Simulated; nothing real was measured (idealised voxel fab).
This is a process module. Its name is voxel plated lines.
FYI the section here is cut, 240 nm wide, cells are 5 nm squares.
If you're reading a cross-section in this doc, picture square cells in a grid; it comes to you as bands, top ones listed first down to the bottom, and a band can be one or more rows of cells.
Basically the band line says how high the top is and how high the bottom is, in nm, and then what's in it from left to right, every material with its width in nm. Empty space shows up as "blank", and if a single material carries "full width" it runs the full band edge to edge.
The level at which height equals 0 is the one under which the wafer, as it arrives, is entirely one material. No lower edge exists for the bottom band, which continues downward and is notated as in "z 0 and below".
You'd read "30 to 40" like this: the band's top row of cells is as wide as the first number, its bottom row is as wide as the second, and going down, every row changes width by the same amount as the row before did.
Step note "stayed the same" = no cross-section cell changed.
Closed-off voids of 8+ cells (no open route to the top) go in "Enclosed internal cavities", written width x height at distance from the left edge, in nm.
Anything after a step's settings on that line? It's the simulator's own note about the step.
"overlay nm" on a masked step: distance the mask lay right of its planned place, negative for left.
Process steps (planned)
1. RECEIVE, material Si
2. CONFORMAL_DEP, material Al2O3, thk nm 10
3. DIRECTIONAL_DEP, material TiN, thk nm 5
4. PATTERN, tone open, mask id LINES, material resist, width nm 30, pitch nm 60, thk nm 30, overlay nm 0
5. EPI, material Ru, thk nm 10
6. EPI, material Ru, thk nm 10
7. STRIP, etch materials resist
8. DIRECTIONAL_ETCH, etch materials TiN, depth nm 5
9. CONFORMAL_DEP, material SiN, thk nm 5
Here's what the wafer looked like in cross-section when it arrived - that's after step 1
  z 0 and below = Si full width
  Enclosed internal cavities: none
Sectioned view, first of two wafers, at the close of the module, processed as intended in the plan
  z 40 to 35 = blank (10) / SiN (40) / blank (20) / SiN (40) / blank (20) / SiN (40) / blank (20) / SiN (40) / blank (10)
  z 35 to 15 = blank (10) / SiN (5) / Ru (30) / SiN (5) / blank (20) / SiN (5) / Ru (30) / SiN (5) / blank (20) / SiN (5) / Ru (30) / SiN (5) / blank (20) / SiN (5) / Ru (30) / SiN (5) / blank (10)
  z 15 to 10 = SiN (15) / TiN (30) / SiN (30) / TiN (30) / SiN (30) / TiN (30) / SiN (30) / TiN (30) / SiN (15)
  z 10 to 0 = Al2O3 full width
  z 0 and below = Si full width
  Enclosed internal cavities: none
Second wafer through the module, sectioned at the end: same beginning and same plan as the first wafer, with one mistake in carrying it out
  z 35 to 30 = blank (10) / SiN (40) / blank (20) / SiN (40) / blank (20) / SiN (40) / blank (20) / SiN (40) / blank (10)
  z 30 to 10 = blank (10) / SiN (5) / Ru (30) / SiN (5) / blank (20) / SiN (5) / Ru (30) / SiN (5) / blank (20) / SiN (5) / Ru (30) / SiN (5) / blank (20) / SiN (5) / Ru (30) / SiN (5) / blank (10)
  z 10 to 5 = SiN (15) / TiN (30) / SiN (30) / TiN (30) / SiN (30) / TiN (30) / SiN (30) / TiN (30) / SiN (15)
  z 5 to 0 = Al2O3 full width
  z 0 and below = Si full width
  Enclosed internal cavities: none
What went wrong in running the wafer? step 2 was run on a setting that differed from the plan, and what really ran there is CONFORMAL_DEP, material Al2O3, thk nm 5
Final cells, second wafer relative to first, materials higher or lower: Al2O3 -48
